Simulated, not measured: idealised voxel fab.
A process module follows: voxel capacitor over wiring.
For reference, the cross-section in this document is cut, with width 235 nm and square cells of 5 nm.
A cross-section is written here as square cells arranged in a grid, and it is given in bands from the top down, each band taking up one or more rows of cells. Read a band's entry like this: the first values are the height of its top and the height of its bottom in nm, and what follows is the sequence of materials from left to right, each with its width in nm. Note that "air" is empty space, and that a single material marked "full width" reaches across the band from edge to edge. Height is counted from the level 0, under which the received wafer is composed throughout of one material. The lowest of the bands is not closed at the bottom but continues downward, in the notation "0 nm and below". A width such as "30..40" changes by the same amount from each row of cells to the next, from the band's top row to its bottom row. Any step labelled "remained unchanged" changed none of the cells in the cross-section. "Unvented voids" specifies each empty space that is not open to the top and that occupies no fewer than 8 cells, using the form width x height at distance, the distance measured from the left edge and all three quantities in nm. Note: text after step settings on the step line = simulator remark on that step. "overlay nm" denotes, for a step that has a mask, the displacement of the mask to the right of its planned place, with negative values corresponding to the left.
The planned process steps are enumerated hereunder:
1: RECEIVE,material Si
2: CONFORMAL_DEP,material SiO2,thk nm 10
3: CONFORMAL_DEP,material SiCN,thk nm 5
4: DIRECTIONAL_DEP,material SiO2,thk nm 15
5: DIRECTIONAL_DEP,material aC,thk nm 15
6: PATTERN,tone open,mask id METAL_1,material resist,width nm 20,pitch nm 80,thk nm 35,overlay nm 0
7: DIRECTIONAL_ETCH,etch materials aC,depth nm 15
8: STRIP,etch materials resist
9: DIRECTIONAL_ETCH,etch materials SiO2,depth nm 15
10: DIRECTIONAL_ETCH,etch materials SiCN,depth nm 5
11: STRIP,etch materials aC
12: CONFORMAL_DEP,material TiN,thk nm 5
13: FILL_DEP,material Cu,thk nm 5
14: CMP,height nm 30
15: CONFORMAL_DEP,material SiCN,thk nm 5
16: DIRECTIONAL_DEP,material SiO2,thk nm 15
17: PATTERN,tone open,mask id PLUG_1,material resist,width nm 15,thk nm 15,overlay nm 0
18: DIRECTIONAL_ETCH,etch materials SiO2,depth nm 15
19: DIRECTIONAL_ETCH,etch materials SiCN,depth nm 5
20: STRIP,etch materials resist
21: CONFORMAL_DEP,material TiN,thk nm 5
22: FILL_DEP,material W,thk nm 10
23: CMP,height nm 50
24: DIRECTIONAL_DEP,material TiN,thk nm 10
25: DIRECTIONAL_DEP,material HfO2,thk nm 5
26: DIRECTIONAL_DEP,material TiN,thk nm 5
27: PATTERN,tone cover,mask id UPPER_PLATE,material resist,width nm 65,thk nm 20,overlay nm 0
28: DIRECTIONAL_ETCH,etch materials TiN,depth nm 5
29: DIRECTIONAL_ETCH,etch materials HfO2,depth nm 5
30: STRIP,etch materials resist
31: PATTERN,tone cover,mask id LOWER_PLATE,material resist,width nm 75,thk nm 20,overlay nm 0
32: DIRECTIONAL_ETCH,etch materials TiN,depth nm 10
33: STRIP,etch materials resist
34: FILL_DEP,material SiO2,thk nm 20
35: CMP,height nm 85
36: PATTERN,tone open,mask id PLUG_2,material resist,width nm 15,thk nm 15,overlay nm 0
37: DIRECTIONAL_ETCH,etch materials SiO2,depth nm 15
38: STRIP,etch materials resist
39: CONFORMAL_DEP,material TiN,thk nm 5
40: FILL_DEP,material W,thk nm 10
41: CMP,height nm 85
42: CONFORMAL_DEP,material SiN,thk nm 5
Of two wafers, the first: run according to plan:
Cross-sectional view of the wafer in its as-received condition, corresponding to the state after step 1:
- 0 nm and below: Si full width
- Unvented voids: none
After step 2:
- 10 nm to 0 nm: SiO2 full width
- Everything below 0 is unchanged.
After step 3:
- 15 nm to 10 nm: SiCN full width
- Everything below 10 is unchanged.
After step 4:
- 30 nm to 15 nm: SiO2 full width
- Everything below 15 is unchanged.
After step 5:
- 45 nm to 30 nm: aC full width
- Everything below 30 is unchanged.
After step 6:
- 80 nm to 45 nm: resist (65), air (20), resist (60), air (20), resist (70)
- Everything below 45 is unchanged.
After step 7:
- 65 nm to 45 nm: resist (65), air (20), resist (60), air (20), resist (70)
- 45 nm to 30 nm: aC (65), air (20), aC (60), air (20), aC (70)
- Everything below 30 is unchanged.
After step 8:
- 45 nm to 30 nm: aC (65), air (20), aC (60), air (20), aC (70)
- Everything below 30 is unchanged.
After step 9:
- 45 nm to 30 nm: aC (65), air (20), aC (60), air (20), aC (70)
- 30 nm to 15 nm: SiO2 (65), air (20), SiO2 (60), air (20), SiO2 (70)
- Everything below 15 is unchanged.
After step 10:
- 45 nm to 30 nm: aC (65), air (20), aC (60), air (20), aC (70)
- 30 nm to 15 nm: SiO2 (65), air (20), SiO2 (60), air (20), SiO2 (70)
- 15 nm to 10 nm: SiCN (65), air (20), SiCN (60), air (20), SiCN (70)
- Everything below 10 is unchanged.
After step 11:
- 30 nm to 15 nm: SiO2 (65), air (20), SiO2 (60), air (20), SiO2 (70)
- Everything below 15 is unchanged.
After step 12:
- 35 nm to 30 nm: TiN (70), air (10), TiN (70), air (10), TiN (75)
- 30 nm to 15 nm: SiO2 (65), TiN (5), air (10), TiN (5), SiO2 (60), TiN (5), air (10), TiN (5), SiO2 (70)
- 15 nm to 10 nm: SiCN (65), TiN (20), SiCN (60), TiN (20), SiCN (70)
- Everything below 10 is unchanged.
After step 13:
- 40 nm to 35 nm: Cu full width
- 35 nm to 30 nm: TiN (70), Cu (10), TiN (70), Cu (10), TiN (75)
- 30 nm to 15 nm: SiO2 (65), TiN (5), Cu (10), TiN (5), SiO2 (60), TiN (5), Cu (10), TiN (5), SiO2 (70)
- Everything below 15 is unchanged.
After step 14:
- 30 nm to 15 nm: SiO2 (65), TiN (5), Cu (10), TiN (5), SiO2 (60), TiN (5), Cu (10), TiN (5), SiO2 (70)
- Everything below 15 is unchanged.
After step 15:
- 35 nm to 30 nm: SiCN full width
- Everything below 30 is unchanged.
After step 16:
- 50 nm to 35 nm: SiO2 full width
- Everything below 35 is unchanged.
After step 17:
- 65 nm to 50 nm: resist (70), air (15), resist (150)
- Everything below 50 is unchanged.
After step 18:
- 65 nm to 50 nm: resist (70), air (15), resist (150)
- 50 nm to 35 nm: SiO2 (70), air (15), SiO2 (150)
- Everything below 35 is unchanged.
After step 19:
- 65 nm to 50 nm: resist (70), air (15), resist (150)
- 50 nm to 35 nm: SiO2 (70), air (15), SiO2 (150)
- 35 nm to 30 nm: SiCN (70), air (15), SiCN (150)
- Everything below 30 is unchanged.
After step 20:
- 50 nm to 35 nm: SiO2 (70), air (15), SiO2 (150)
- Everything below 35 is unchanged.
After step 21:
- 55 nm to 50 nm: TiN (75), air (5), TiN (155)
- 50 nm to 35 nm: SiO2 (70), TiN (5), air (5), TiN (5), SiO2 (150)
- 35 nm to 30 nm: SiCN (70), TiN (15), SiCN (150)
- Everything below 30 is unchanged.
After step 22:
- 65 nm to 55 nm: W full width
- 55 nm to 50 nm: TiN (75), W (5), TiN (155)
- 50 nm to 35 nm: SiO2 (70), TiN (5), W (5), TiN (5), SiO2 (150)
- Everything below 35 is unchanged.
After step 23:
- 50 nm to 35 nm: SiO2 (70), TiN (5), W (5), TiN (5), SiO2 (150)
- Everything below 35 is unchanged.
After step 24:
- 60 nm to 50 nm: TiN full width
- Everything below 50 is unchanged.
After step 25:
- 65 nm to 60 nm: HfO2 full width
- Everything below 60 is unchanged.
After step 26:
- 70 nm to 65 nm: TiN full width
- Everything below 65 is unchanged.
After step 27:
- 90 nm to 70 nm: air (70), resist (65), air (100)
- Everything below 70 is unchanged.
After step 28:
- 90 nm to 70 nm: air (70), resist (65), air (100)
- 70 nm to 65 nm: air (70), TiN (65), air (100)
- Everything below 65 is unchanged.
After step 29:
- 90 nm to 70 nm: air (70), resist (65), air (100)
- 70 nm to 65 nm: air (70), TiN (65), air (100)
- 65 nm to 60 nm: air (70), HfO2 (65), air (100)
- Everything below 60 is unchanged.
After step 30:
- 70 nm to 65 nm: air (70), TiN (65), air (100)
- Everything below 65 is unchanged.
After step 31:
- 90 nm to 70 nm: air (65), resist (75), air (95)
- 70 nm to 65 nm: air (65), resist (5), TiN (65), resist (5), air (95)
- 65 nm to 60 nm: air (65), resist (5), HfO2 (65), resist (5), air (95)
- Everything below 60 is unchanged.
After step 32:
- 90 nm to 70 nm: air (65), resist (75), air (95)
- 70 nm to 65 nm: air (65), resist (5), TiN (65), resist (5), air (95)
- 65 nm to 60 nm: air (65), resist (5), HfO2 (65), resist (5), air (95)
- 60 nm to 50 nm: air (65), TiN (75), air (95)
- Everything below 50 is unchanged.
After step 33:
- 70 nm to 65 nm: air (70), TiN (65), air (100)
- 65 nm to 60 nm: air (70), HfO2 (65), air (100)
- Everything below 60 is unchanged.
After step 34:
- 90 nm to 70 nm: SiO2 full width
- 70 nm to 65 nm: SiO2 (70), TiN (65), SiO2 (100)
- 65 nm to 60 nm: SiO2 (70), HfO2 (65), SiO2 (100)
- 60 nm to 50 nm: SiO2 (65), TiN (75), SiO2 (95)
- Everything below 50 is unchanged.
After step 35:
- 85 nm to 70 nm: SiO2 full width
- Everything below 70 is unchanged.
After step 36:
- 100 nm to 85 nm: resist (80), air (15), resist (140)
- Everything below 85 is unchanged.
After step 37:
- 100 nm to 85 nm: resist (80), air (15), resist (140)
- 85 nm to 70 nm: SiO2 (80), air (15), SiO2 (140)
- Everything below 70 is unchanged.
After step 38:
- 85 nm to 70 nm: SiO2 (80), air (15), SiO2 (140)
- Everything below 70 is unchanged.
After step 39:
- 90 nm to 85 nm: TiN (85), air (5), TiN (145)
- 85 nm to 75 nm: SiO2 (80), TiN (5), air (5), TiN (5), SiO2 (140)
- 75 nm to 65 nm: SiO2 (80..70), TiN (15..65), SiO2 (140..100)
- Everything below 65 is unchanged.
After step 40:
- 100 nm to 90 nm: W full width
- 90 nm to 85 nm: TiN (85), W (5), TiN (145)
- 85 nm to 75 nm: SiO2 (80), TiN (5), W (5), TiN (5), SiO2 (140)
- Everything below 75 is unchanged.
After step 41:
- 85 nm to 75 nm: SiO2 (80), TiN (5), W (5), TiN (5), SiO2 (140)
- Everything below 75 is unchanged.
After step 42:
- 90 nm to 85 nm: SiN full width
- Everything below 85 is unchanged.
Wafer two of the pair: same origin, same plan, one error during the run; identical to wafer one up to and including step 5:
Here is the second wafer in cross-section at the point where step 6 of the plan should have been done:
- 80 nm to 45 nm: air (65), resist (20), air (60), resist (20), air (70)
- Everything below 45 is unchanged.
Here is the second wafer in cross-section at the point where step 7 of the plan should have been done:
- 65 nm to 45 nm: air (65), resist (20), air (60), resist (20), air (70)
- 45 nm to 30 nm: air (65), aC (20), air (60), aC (20), air (70)
- Everything below 30 is unchanged.
Here is the second wafer in cross-section at the point where step 8 of the plan should have been done:
- 45 nm to 30 nm: air (65), aC (20), air (60), aC (20), air (70)
- Everything below 30 is unchanged.
Here is the second wafer in cross-section at the point where step 9 of the plan should have been done:
- 45 nm to 30 nm: air (65), aC (20), air (60), aC (20), air (70)
- 30 nm to 15 nm: air (65), SiO2 (20), air (60), SiO2 (20), air (70)
- Everything below 15 is unchanged.
Here is the second wafer in cross-section at the point where step 10 of the plan should have been done:
- 45 nm to 30 nm: air (65), aC (20), air (60), aC (20), air (70)
- 30 nm to 15 nm: air (65), SiO2 (20), air (60), SiO2 (20), air (70)
- 15 nm to 10 nm: air (65), SiCN (20), air (60), SiCN (20), air (70)
- Everything below 10 is unchanged.
Here is the second wafer in cross-section at the point where step 11 of the plan should have been done:
- 30 nm to 15 nm: air (65), SiO2 (20), air (60), SiO2 (20), air (70)
- Everything below 15 is unchanged.
Here is the second wafer in cross-section at the point where step 12 of the plan should have been done:
- 35 nm to 30 nm: air (60), TiN (30), air (50), TiN (30), air (65)
- 30 nm to 15 nm: air (60), TiN (5), SiO2 (20), TiN (5), air (50), TiN (5), SiO2 (20), TiN (5), air (65)
- 15 nm to 10 nm: TiN (65), SiCN (20), TiN (60), SiCN (20), TiN (70)
- Everything below 10 is unchanged.
Here is the second wafer in cross-section at the point where step 13 of the plan should have been done:
- 40 nm to 35 nm: Cu full width
- 35 nm to 30 nm: Cu (60), TiN (30), Cu (50), TiN (30), Cu (65)
- 30 nm to 15 nm: Cu (60), TiN (5), SiO2 (20), TiN (5), Cu (50), TiN (5), SiO2 (20), TiN (5), Cu (65)
- Everything below 15 is unchanged.
Here is the second wafer in cross-section at the point where step 14 of the plan should have been done:
- 30 nm to 15 nm: Cu (60), TiN (5), SiO2 (20), TiN (5), Cu (50), TiN (5), SiO2 (20), TiN (5), Cu (65)
- Everything below 15 is unchanged.
Here is the second wafer in cross-section at the point where step 15 of the plan should have been done:
- 35 nm to 30 nm: SiCN full width
- Everything below 30 is unchanged.
Here is the second wafer in cross-section at the point where step 16 of the plan should have been done:
- 50 nm to 35 nm: SiO2 full width
- Everything below 35 is unchanged.
Here is the second wafer in cross-section at the point where step 17 of the plan should have been done:
- 65 nm to 50 nm: resist (70), air (15), resist (150)
- Everything below 50 is unchanged.
Here is the second wafer in cross-section at the point where step 18 of the plan should have been done:
- 65 nm to 50 nm: resist (70), air (15), resist (150)
- 50 nm to 35 nm: SiO2 (70), air (15), SiO2 (150)
- Everything below 35 is unchanged.
Here is the second wafer in cross-section at the point where step 19 of the plan should have been done:
- 65 nm to 50 nm: resist (70), air (15), resist (150)
- 50 nm to 35 nm: SiO2 (70), air (15), SiO2 (150)
- 35 nm to 30 nm: SiCN (70), air (15), SiCN (150)
- Everything below 30 is unchanged.
Here is the second wafer in cross-section at the point where step 20 of the plan should have been done:
- 50 nm to 35 nm: SiO2 (70), air (15), SiO2 (150)
- Everything below 35 is unchanged.
Here is the second wafer in cross-section at the point where step 21 of the plan should have been done:
- 55 nm to 50 nm: TiN (75), air (5), TiN (155)
- 50 nm to 35 nm: SiO2 (70), TiN (5), air (5), TiN (5), SiO2 (150)
- 35 nm to 30 nm: SiCN (70), TiN (15), SiCN (150)
- Everything below 30 is unchanged.
Here is the second wafer in cross-section at the point where step 22 of the plan should have been done:
- 65 nm to 55 nm: W full width
- 55 nm to 50 nm: TiN (75), W (5), TiN (155)
- 50 nm to 35 nm: SiO2 (70), TiN (5), W (5), TiN (5), SiO2 (150)
- Everything below 35 is unchanged.
Here is the second wafer in cross-section at the point where step 23 of the plan should have been done:
- 50 nm to 35 nm: SiO2 (70), TiN (5), W (5), TiN (5), SiO2 (150)
- Everything below 35 is unchanged.
Here is the second wafer in cross-section at the point where step 24 of the plan should have been done:
- 60 nm to 50 nm: TiN full width
- Everything below 50 is unchanged.
Here is the second wafer in cross-section at the point where step 25 of the plan should have been done:
- 65 nm to 60 nm: HfO2 full width
- Everything below 60 is unchanged.
Here is the second wafer in cross-section at the point where step 26 of the plan should have been done:
- 70 nm to 65 nm: TiN full width
- Everything below 65 is unchanged.
Here is the second wafer in cross-section at the point where step 27 of the plan should have been done:
- 90 nm to 70 nm: air (70), resist (65), air (100)
- Everything below 70 is unchanged.
Here is the second wafer in cross-section at the point where step 28 of the plan should have been done:
- 90 nm to 70 nm: air (70), resist (65), air (100)
- 70 nm to 65 nm: air (70), TiN (65), air (100)
- Everything below 65 is unchanged.
Here is the second wafer in cross-section at the point where step 29 of the plan should have been done:
- 90 nm to 70 nm: air (70), resist (65), air (100)
- 70 nm to 65 nm: air (70), TiN (65), air (100)
- 65 nm to 60 nm: air (70), HfO2 (65), air (100)
- Everything below 60 is unchanged.
Here is the second wafer in cross-section at the point where step 30 of the plan should have been done:
- 70 nm to 65 nm: air (70), TiN (65), air (100)
- Everything below 65 is unchanged.
Here is the second wafer in cross-section at the point where step 31 of the plan should have been done:
- 90 nm to 70 nm: air (65), resist (75), air (95)
- 70 nm to 65 nm: air (65), resist (5), TiN (65), resist (5), air (95)
- 65 nm to 60 nm: air (65), resist (5), HfO2 (65), resist (5), air (95)
- Everything below 60 is unchanged.
Here is the second wafer in cross-section at the point where step 32 of the plan should have been done:
- 90 nm to 70 nm: air (65), resist (75), air (95)
- 70 nm to 65 nm: air (65), resist (5), TiN (65), resist (5), air (95)
- 65 nm to 60 nm: air (65), resist (5), HfO2 (65), resist (5), air (95)
- 60 nm to 50 nm: air (65), TiN (75), air (95)
- Everything below 50 is unchanged.
Here is the second wafer in cross-section at the point where step 33 of the plan should have been done:
- 70 nm to 65 nm: air (70), TiN (65), air (100)
- 65 nm to 60 nm: air (70), HfO2 (65), air (100)
- Everything below 60 is unchanged.
Here is the second wafer in cross-section at the point where step 34 of the plan should have been done:
- 90 nm to 70 nm: SiO2 full width
- 70 nm to 65 nm: SiO2 (70), TiN (65), SiO2 (100)
- 65 nm to 60 nm: SiO2 (70), HfO2 (65), SiO2 (100)
- 60 nm to 50 nm: SiO2 (65), TiN (75), SiO2 (95)
- Everything below 50 is unchanged.
Here is the second wafer in cross-section at the point where step 35 of the plan should have been done:
- 85 nm to 70 nm: SiO2 full width
- Everything below 70 is unchanged.
Here is the second wafer in cross-section at the point where step 36 of the plan should have been done:
- 100 nm to 85 nm: resist (80), air (15), resist (140)
- Everything below 85 is unchanged.
Here is the second wafer in cross-section at the point where step 37 of the plan should have been done:
- 100 nm to 85 nm: resist (80), air (15), resist (140)
- 85 nm to 70 nm: SiO2 (80), air (15), SiO2 (140)
- Everything below 70 is unchanged.
Here is the second wafer in cross-section at the point where step 38 of the plan should have been done:
- 85 nm to 70 nm: SiO2 (80), air (15), SiO2 (140)
- Everything below 70 is unchanged.
Here is the second wafer in cross-section at the point where step 39 of the plan should have been done:
- 90 nm to 85 nm: TiN (85), air (5), TiN (145)
- 85 nm to 75 nm: SiO2 (80), TiN (5), air (5), TiN (5), SiO2 (140)
- 75 nm to 65 nm: SiO2 (80..70), TiN (15..65), SiO2 (140..100)
- Everything below 65 is unchanged.
Here is the second wafer in cross-section at the point where step 40 of the plan should have been done:
- 100 nm to 90 nm: W full width
- 90 nm to 85 nm: TiN (85), W (5), TiN (145)
- 85 nm to 75 nm: SiO2 (80), TiN (5), W (5), TiN (5), SiO2 (140)
- Everything below 75 is unchanged.
Here is the second wafer in cross-section at the point where step 41 of the plan should have been done:
- 85 nm to 75 nm: SiO2 (80), TiN (5), W (5), TiN (5), SiO2 (140)
- Everything below 75 is unchanged.
Here is the second wafer in cross-section at the point where step 42 of the plan should have been done:
- 90 nm to 85 nm: SiN full width
- Everything below 85 is unchanged.
What was the processing mistake? step 6 ran differently from the plan; actual operation with settings: PATTERN,tone cover,mask id METAL_1,material resist,width nm 20,pitch nm 80,thk nm 35,overlay nm 0
Looking at both finished wafers in cells, the second ends up ahead of or behind the first on some materials: Cu +93; SiCN -31; SiO2 -93; TiN +31
